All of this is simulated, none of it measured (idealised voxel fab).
The process module that follows is named voxel wiring stack.
Each square cell in cross-section cut measures 5 nm, and the section as a whole is 225 nm wide.
In what follows, cross-sections appear as grids of square cells, described through bands that run from the top down, where every band is one or more rows of cells. This entry defines a band. It first specifies the height of the band's top and the height of its bottom in nm, and then specifies the band's materials from left to right, stating each material with its width in nm. The word "edge to edge" identifies a single material that fills the band from edge to edge, while the word "air" identifies empty space. Heights are expressed relative to 0, this being the level below which the as-received wafer comprises one material exclusively. The lowest band is unbounded in the downward direction and is denoted as in "0 nm and below". Top row gets the first number, bottom row gets the second, and each row in between changes by the same step: that is how a band width like "30 to 40" works. Basically "nothing altered" means that step didn't change any cell in the cross-section. The entry titled "Closed voids list" provides the empty spaces that have no open way to the top, restricted to those of 8 cells or more. Each is presented as width x height at distance, the distance being measured from the left edge, with all three in nm. Whatever follows a step's settings on its line is a remark the simulator itself makes about that step. "overlay nm" on a masked step: distance the mask lay right of its planned place, negative for left.
Steps planned for the process:
1) RECEIVE [material Si]
2) CONFORMAL_DEP [material SiO2] [thk nm 10]
3) CONFORMAL_DEP [material SiN] [thk nm 5]
4) DIRECTIONAL_DEP [material SiO2] [thk nm 20]
5) DIRECTIONAL_DEP [material aC] [thk nm 10]
6) PATTERN [tone open] [mask id METAL_1] [material resist] [width nm 30] [pitch nm 55] [thk nm 25] [overlay nm 0]
7) DIRECTIONAL_ETCH [etch materials aC] [depth nm 10]
8) STRIP [etch materials resist]
9) DIRECTIONAL_ETCH [etch materials SiO2] [depth nm 20]
10) DIRECTIONAL_ETCH [etch materials SiN] [depth nm 5]
11) STRIP [etch materials aC]
12) CONFORMAL_DEP [material TiN] [thk nm 5]
13) FILL_DEP [material Cu] [thk nm 5]
14) CMP [height nm 35]
15) CONFORMAL_DEP [material SiCN] [thk nm 5]
16) DIRECTIONAL_DEP [material lowk] [thk nm 10]
17) DIRECTIONAL_DEP [material aC] [thk nm 10]
18) PATTERN [tone open] [mask id PLUG_1] [material resist] [width nm 15] [thk nm 30] [overlay nm 0]
19) DIRECTIONAL_ETCH [etch materials aC] [depth nm 10]
20) STRIP [etch materials resist]
21) DIRECTIONAL_ETCH [etch materials lowk] [depth nm 10]
22) DIRECTIONAL_ETCH [etch materials SiCN] [depth nm 5]
23) STRIP [etch materials aC]
24) EPI [material Ru] [thk nm 10]
25) EPI [material Ru] [thk nm 5]
26) CONFORMAL_DEP [material SiN] [thk nm 5]
27) DIRECTIONAL_DEP [material lowk] [thk nm 15]
28) DIRECTIONAL_DEP [material aC] [thk nm 15]
29) PATTERN [tone open] [mask id METAL_2] [material resist] [width nm 30] [pitch nm 55] [thk nm 30] [overlay nm 0]
30) DIRECTIONAL_ETCH [etch materials aC] [depth nm 15]
31) STRIP [etch materials resist]
32) DIRECTIONAL_ETCH [etch materials lowk] [depth nm 15]
33) DIRECTIONAL_ETCH [etch materials SiN] [depth nm 5]
34) STRIP [etch materials aC]
35) CONFORMAL_DEP [material TiN] [thk nm 5]
36) FILL_DEP [material Ru] [thk nm 10]
37) CMP [height nm 70]
38) CONFORMAL_DEP [material SiCN] [thk nm 5]
39) DIRECTIONAL_DEP [material SiO2] [thk nm 30]
40) PATTERN [tone open] [mask id METAL_3_HOLES] [material resist] [width nm 15] [thk nm 20] [overlay nm 0]
41) DIRECTIONAL_ETCH [etch materials SiO2] [depth nm 30]
42) STRIP [etch materials resist]
43) MASKED_ETCH [tone open] [mask id METAL_3] [width nm 30] [pitch nm 55] [etch materials SiO2] [depth nm 15] [overlay nm 0]
44) MASKED_ETCH [tone open] [mask id METAL_3] [width nm 30] [pitch nm 55] [etch materials SiCN] [depth nm 5] [overlay nm 0]
45) CONFORMAL_DEP [material TiN] [thk nm 5]
46) FILL_DEP [material Ru] [thk nm 10]
47) CMP [height nm 105]
48) CONFORMAL_DEP [material SiCN] [thk nm 5]
The following pertains to the first of two wafers, which was processed as planned:
Incoming wafer in cross-section (state: after step 1):
- 0 nm and below = Si edge to edge
- Closed voids list: none
After step 2, in cross-section:
- 10 nm to 0 nm = SiO2 edge to edge
- below 0: unchanged
After step 3, in cross-section:
- 15 nm to 10 nm = SiN edge to edge
- below 10: unchanged
After step 4, in cross-section:
- 35 nm to 15 nm = SiO2 edge to edge
- below 15: unchanged
After step 5, in cross-section:
- 45 nm to 35 nm = aC edge to edge
- below 35: unchanged
After step 6, in cross-section:
- 70 nm to 45 nm = resist=70  air=30  resist=25  air=30  resist=70
- below 45: unchanged
After step 7, in cross-section:
- 60 nm to 45 nm = resist=70  air=30  resist=25  air=30  resist=70
- 45 nm to 35 nm = aC=70  air=30  aC=25  air=30  aC=70
- below 35: unchanged
After step 8, in cross-section:
- 45 nm to 35 nm = aC=70  air=30  aC=25  air=30  aC=70
- below 35: unchanged
After step 9, in cross-section:
- 45 nm to 35 nm = aC=70  air=30  aC=25  air=30  aC=70
- 35 nm to 15 nm = SiO2=70  air=30  SiO2=25  air=30  SiO2=70
- below 15: unchanged
After step 10, in cross-section:
- 45 nm to 35 nm = aC=70  air=30  aC=25  air=30  aC=70
- 35 nm to 15 nm = SiO2=70  air=30  SiO2=25  air=30  SiO2=70
- 15 nm to 10 nm = SiN=70  air=30  SiN=25  air=30  SiN=70
- below 10: unchanged
After step 11, in cross-section:
- 35 nm to 15 nm = SiO2=70  air=30  SiO2=25  air=30  SiO2=70
- below 15: unchanged
After step 12, in cross-section:
- 40 nm to 35 nm = TiN=75  air=20  TiN=35  air=20  TiN=75
- 35 nm to 15 nm = SiO2=70  TiN=5  air=20  TiN=5  SiO2=25  TiN=5  air=20  TiN=5  SiO2=70
- 15 nm to 10 nm = SiN=70  TiN=30  SiN=25  TiN=30  SiN=70
- below 10: unchanged
After step 13, in cross-section:
- 45 nm to 40 nm = Cu edge to edge
- 40 nm to 35 nm = TiN=75  Cu=20  TiN=35  Cu=20  TiN=75
- 35 nm to 15 nm = SiO2=70  TiN=5  Cu=20  TiN=5  SiO2=25  TiN=5  Cu=20  TiN=5  SiO2=70
- below 15: unchanged
After step 14, in cross-section:
- 35 nm to 15 nm = SiO2=70  TiN=5  Cu=20  TiN=5  SiO2=25  TiN=5  Cu=20  TiN=5  SiO2=70
- below 15: unchanged
After step 15, in cross-section:
- 40 nm to 35 nm = SiCN edge to edge
- below 35: unchanged
After step 16, in cross-section:
- 50 nm to 40 nm = lowk edge to edge
- below 40: unchanged
After step 17, in cross-section:
- 60 nm to 50 nm = aC edge to edge
- below 50: unchanged
After step 18, in cross-section:
- 90 nm to 60 nm = resist=70  air=15  resist=140
- below 60: unchanged
After step 19, in cross-section:
- 80 nm to 60 nm = resist=70  air=15  resist=140
- 60 nm to 50 nm = aC=70  air=15  aC=140
- below 50: unchanged
After step 20, in cross-section:
- 60 nm to 50 nm = aC=70  air=15  aC=140
- below 50: unchanged
After step 21, in cross-section:
- 60 nm to 50 nm = aC=70  air=15  aC=140
- 50 nm to 40 nm = lowk=70  air=15  lowk=140
- below 40: unchanged
After step 22, in cross-section:
- 60 nm to 50 nm = aC=70  air=15  aC=140
- 50 nm to 40 nm = lowk=70  air=15  lowk=140
- 40 nm to 35 nm = SiCN=70  air=15  SiCN=140
- below 35: unchanged
After step 23, in cross-section:
- 50 nm to 40 nm = lowk=70  air=15  lowk=140
- below 40: unchanged
After step 24, in cross-section:
- 50 nm to 45 nm = lowk=70  air=15  lowk=140
- 45 nm to 40 nm = lowk=70  Ru=15  lowk=140
- 40 nm to 35 nm = SiCN=70  Ru=15  SiCN=140
- below 35: unchanged
After step 25, in cross-section:
- 50 nm to 40 nm = lowk=70  Ru=15  lowk=140
- below 40: unchanged
After step 26, in cross-section:
- 55 nm to 50 nm = SiN edge to edge
- below 50: unchanged
After step 27, in cross-section:
- 70 nm to 55 nm = lowk edge to edge
- below 55: unchanged
After step 28, in cross-section:
- 85 nm to 70 nm = aC edge to edge
- below 70: unchanged
After step 29, in cross-section:
- 115 nm to 85 nm = resist=70  air=30  resist=25  air=30  resist=70
- below 85: unchanged
After step 30, in cross-section:
- 100 nm to 85 nm = resist=70  air=30  resist=25  air=30  resist=70
- 85 nm to 70 nm = aC=70  air=30  aC=25  air=30  aC=70
- below 70: unchanged
After step 31, in cross-section:
- 85 nm to 70 nm = aC=70  air=30  aC=25  air=30  aC=70
- below 70: unchanged
After step 32, in cross-section:
- 85 nm to 70 nm = aC=70  air=30  aC=25  air=30  aC=70
- 70 nm to 55 nm = lowk=70  air=30  lowk=25  air=30  lowk=70
- below 55: unchanged
After step 33, in cross-section:
- 85 nm to 70 nm = aC=70  air=30  aC=25  air=30  aC=70
- 70 nm to 55 nm = lowk=70  air=30  lowk=25  air=30  lowk=70
- 55 nm to 50 nm = SiN=70  air=30  SiN=25  air=30  SiN=70
- below 50: unchanged
After step 34, in cross-section:
- 70 nm to 55 nm = lowk=70  air=30  lowk=25  air=30  lowk=70
- below 55: unchanged
After step 35, in cross-section:
- 75 nm to 70 nm = TiN=75  air=20  TiN=35  air=20  TiN=75
- 70 nm to 55 nm = lowk=70  TiN=5  air=20  TiN=5  lowk=25  TiN=5  air=20  TiN=5  lowk=70
- 55 nm to 50 nm = SiN=70  TiN=30  SiN=25  TiN=30  SiN=70
- below 50: unchanged
After step 36, in cross-section:
- 85 nm to 75 nm = Ru edge to edge
- 75 nm to 70 nm = TiN=75  Ru=20  TiN=35  Ru=20  TiN=75
- 70 nm to 55 nm = lowk=70  TiN=5  Ru=20  TiN=5  lowk=25  TiN=5  Ru=20  TiN=5  lowk=70
- below 55: unchanged
After step 37, in cross-section:
- 70 nm to 55 nm = lowk=70  TiN=5  Ru=20  TiN=5  lowk=25  TiN=5  Ru=20  TiN=5  lowk=70
- below 55: unchanged
After step 38, in cross-section:
- 75 nm to 70 nm = SiCN edge to edge
- below 70: unchanged
After step 39, in cross-section:
- 105 nm to 75 nm = SiO2 edge to edge
- below 75: unchanged
After step 40, in cross-section:
- 125 nm to 105 nm = resist=70  air=15  resist=140
- below 105: unchanged
After step 41, in cross-section:
- 125 nm to 105 nm = resist=70  air=15  resist=140
- 105 nm to 75 nm = SiO2=70  air=15  SiO2=140
- below 75: unchanged
After step 42, in cross-section:
- 105 nm to 75 nm = SiO2=70  air=15  SiO2=140
- below 75: unchanged
After step 43, in cross-section:
- 105 nm to 90 nm = SiO2=70  air=30  SiO2=25  air=30  SiO2=70
- below 90: unchanged
After step 44, in cross-section:
- 105 nm to 90 nm = SiO2=70  air=30  SiO2=25  air=30  SiO2=70
- 90 nm to 75 nm = SiO2=70  air=15  SiO2=140
- 75 nm to 70 nm = SiCN=70  air=15  SiCN=140
- below 70: unchanged
After step 45, in cross-section:
- 110 nm to 105 nm = TiN=75  air=20  TiN=35  air=20  TiN=75
- 105 nm to 95 nm = SiO2=70  TiN=5  air=20  TiN=5  SiO2=25  TiN=5  air=20  TiN=5  SiO2=70
- 95 nm to 90 nm = SiO2=70  TiN=5  air=5  TiN=20  SiO2=25  TiN=30  SiO2=70
- 90 nm to 75 nm = SiO2=70  TiN=5  air=5  TiN=5  SiO2=140
- 75 nm to 70 nm = SiCN=70  TiN=15  SiCN=140
- below 70: unchanged
After step 46, in cross-section:
- 120 nm to 110 nm = Ru edge to edge
- 110 nm to 105 nm = TiN=75  Ru=20  TiN=35  Ru=20  TiN=75
- 105 nm to 95 nm = SiO2=70  TiN=5  Ru=20  TiN=5  SiO2=25  TiN=5  Ru=20  TiN=5  SiO2=70
- 95 nm to 90 nm = SiO2=70  TiN=5  Ru=5  TiN=20  SiO2=25  TiN=30  SiO2=70
- 90 nm to 75 nm = SiO2=70  TiN=5  Ru=5  TiN=5  SiO2=140
- below 75: unchanged
After step 47, in cross-section:
- 105 nm to 95 nm = SiO2=70  TiN=5  Ru=20  TiN=5  SiO2=25  TiN=5  Ru=20  TiN=5  SiO2=70
- below 95: unchanged
After step 48, in cross-section:
- 110 nm to 105 nm = SiCN edge to edge
- below 105: unchanged
second wafer: like start, like plan, one mistake. Through step 42 it matches the first wafer:
Second wafer, cut view, end of step 43 per plan:
- 105 nm to 75 nm = SiO2=70  air=30  SiO2=25  air=30  SiO2=70
- below 75: unchanged
Second wafer, cut view, end of step 44 per plan:
- 105 nm to 75 nm = SiO2=70  air=30  SiO2=25  air=30  SiO2=70
- 75 nm to 70 nm = SiCN=70  air=30  SiCN=25  air=30  SiCN=70
- below 70: unchanged
Second wafer, cut view, end of step 45 per plan:
- 110 nm to 105 nm = TiN=75  air=20  TiN=35  air=20  TiN=75
- 105 nm to 75 nm = SiO2=70  TiN=5  air=20  TiN=5  SiO2=25  TiN=5  air=20  TiN=5  SiO2=70
- 75 nm to 70 nm = SiCN=70  TiN=30  SiCN=25  TiN=30  SiCN=70
- below 70: unchanged
Second wafer, cut view, end of step 46 per plan:
- 120 nm to 110 nm = Ru edge to edge
- 110 nm to 105 nm = TiN=75  Ru=20  TiN=35  Ru=20  TiN=75
- 105 nm to 75 nm = SiO2=70  TiN=5  Ru=20  TiN=5  SiO2=25  TiN=5  Ru=20  TiN=5  SiO2=70
- below 75: unchanged
Second wafer, cut view, end of step 47 per plan:
- 105 nm to 75 nm = SiO2=70  TiN=5  Ru=20  TiN=5  SiO2=25  TiN=5  Ru=20  TiN=5  SiO2=70
- below 75: unchanged
Second wafer, cut view, end of step 48 per plan:
- 110 nm to 105 nm = SiCN edge to edge
- below 105: unchanged
Where did the run depart from the plan? plan step 43 was twice executed
Once processing is complete, comparing cell counts shows that the second wafer has more or fewer of certain materials than the first: +28 Ru | -9 SiCN | -27 SiO2 | +8 TiN
